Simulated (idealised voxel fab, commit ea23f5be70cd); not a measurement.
This is a process module. Its name is voxel capacitor over wiring.
The cross-section on display is named cut; it measures 245 nm wide, and its cells are 5 nm squares.
Cross-section spec: square-cell grid; bands listed top down; each band is one or more rows. What a band's entry tells you: where the top is and where the bottom is, as heights in nm, and after that what lies inside, material by material from left to right, each with its width in nm. Empty space is written as the word "air", and a single material marked with the word "everywhere" occupies the band from edge to edge. Measure heights from 0. That's the level where, below it, the as-received wafer is all one material. The lowest band is bottomless and extends downward; write it as in "0 down". The notation "30 to 40" denotes a width that varies across the rows of cells in the band, beginning at the first number in the top row, finishing at the second number in the bottom row, and changing by an identical amount from each row to the next. Step note "remained the same" = no cross-section cell changed. Closed-off voids of 8+ cells (no open route to the top) go in "Closed cavity list", written width x height at distance from the left edge, in nm. Heads up: the bit after the settings on a step's line is the simulator's remark on that step. The optional step-line setting "overlay nm" applies to steps with a mask and quantifies how far to the right of its planned location the mask lay, a negative value indicating leftward placement.
### Planned process steps
- 1: RECEIVE,material Si
- 2: CONFORMAL_DEP,material SiO2,thk nm 10
- 3: CONFORMAL_DEP,material SiN,thk nm 5
- 4: DIRECTIONAL_DEP,material SiO2,thk nm 15
- 5: DIRECTIONAL_DEP,material aC,thk nm 5
- 6: PATTERN,tone open,mask id METAL_1,material resist,width nm 25,pitch nm 75,thk nm 30,overlay nm 0
- 7: DIRECTIONAL_ETCH,etch materials aC,depth nm 15
- 8: STRIP,etch materials resist
- 9: DIRECTIONAL_ETCH,etch materials SiO2,depth nm 15
- 10: DIRECTIONAL_ETCH,etch materials SiN,depth nm 5
- 11: STRIP,etch materials aC
- 12: CONFORMAL_DEP,material TiN,thk nm 5
- 13: FILL_DEP,material Cu,thk nm 5
- 14: CMP,height nm 30
- 15: CONFORMAL_DEP,material SiCN,thk nm 5
- 16: DIRECTIONAL_DEP,material lowk,thk nm 15
- 17: PATTERN,tone open,mask id PLUG_1,material resist,width nm 15,thk nm 20,overlay nm 0
- 18: DIRECTIONAL_ETCH,etch materials lowk,depth nm 15
- 19: DIRECTIONAL_ETCH,etch materials SiCN,depth nm 5
- 20: STRIP,etch materials resist
- 21: CONFORMAL_DEP,material TiN,thk nm 5
- 22: FILL_DEP,material Ru,thk nm 10
- 23: CMP,height nm 50
- 24: DIRECTIONAL_DEP,material TiN,thk nm 10
- 25: DIRECTIONAL_DEP,material HfO2,thk nm 5
- 26: DIRECTIONAL_DEP,material TiN,thk nm 10
- 27: MASKED_ETCH,tone cover,mask id UPPER_PLATE,width nm 55,etch materials TiN,depth nm 10,overlay nm 0
- 28: MASKED_ETCH,tone cover,mask id UPPER_PLATE,width nm 55,etch materials HfO2,depth nm 5,overlay nm 0
- 29: PATTERN,tone cover,mask id LOWER_PLATE,material resist,width nm 65,thk nm 20,overlay nm 0
- 30: DIRECTIONAL_ETCH,etch materials TiN,depth nm 10
- 31: STRIP,etch materials resist
- 32: FILL_DEP,material SiO2,thk nm 15
- 33: CMP,height nm 85
- 34: DIRECTIONAL_DEP,material aC,thk nm 10
- 35: PATTERN,tone open,mask id PLUG_2,material resist,width nm 15,thk nm 30,overlay nm 0
- 36: DIRECTIONAL_ETCH,etch materials aC,depth nm 10
- 37: STRIP,etch materials resist
- 38: DIRECTIONAL_ETCH,etch materials SiO2,depth nm 10
- 39: STRIP,etch materials aC
- 40: CONFORMAL_DEP,material TiN,thk nm 5
- 41: FILL_DEP,material Ru,thk nm 10
- 42: CMP,height nm 85
- 43: CONFORMAL_DEP,material SiN,thk nm 5
Be aware that, although all wafers share a common starting state, the thk nm at step 5 differs among them, and the plan displays the first wafer's value.
### Here's the first of the wafers in cross-section, just as we got it, i.e. after step 1
  0 down: Si everywhere
  Closed cavity list: none
### Every row in this table is a wafer at the end of the module, and it gives, for each of the materials, the cells that wafer has gained (+) or lost (-) since it was received, then its closed voids
thk nm 5, +18 Cu, +11 HfO2, +4 Ru, +46 SiCN, +88 SiN, +493 SiO2, +84 TiN, +138 lowk, Closed cavity list: none
thk nm 10, +18 Cu, +11 HfO2, +4 Ru, +46 SiCN, +88 SiN, +493 SiO2, +84 TiN, +138 lowk, Closed cavity list: none
thk nm 15, +18 Cu, +11 HfO2, +4 Ru, +46 SiCN, +88 SiN, +493 SiO2, +84 TiN, +138 lowk, Closed cavity list: none
thk nm 20, +11 HfO2, +4 Ru, +46 SiCN, +98 SiN, +523 SiO2, +62 TiN, +138 lowk, Closed cavity list: none
thk nm 25, +11 HfO2, +4 Ru, +46 SiCN, +98 SiN, +523 SiO2, +62 TiN, +138 lowk, Closed cavity list: none
thk nm 30, +11 HfO2, +4 Ru, +46 SiCN, +98 SiN, +523 SiO2, +62 TiN, +138 lowk, Closed cavity list: none
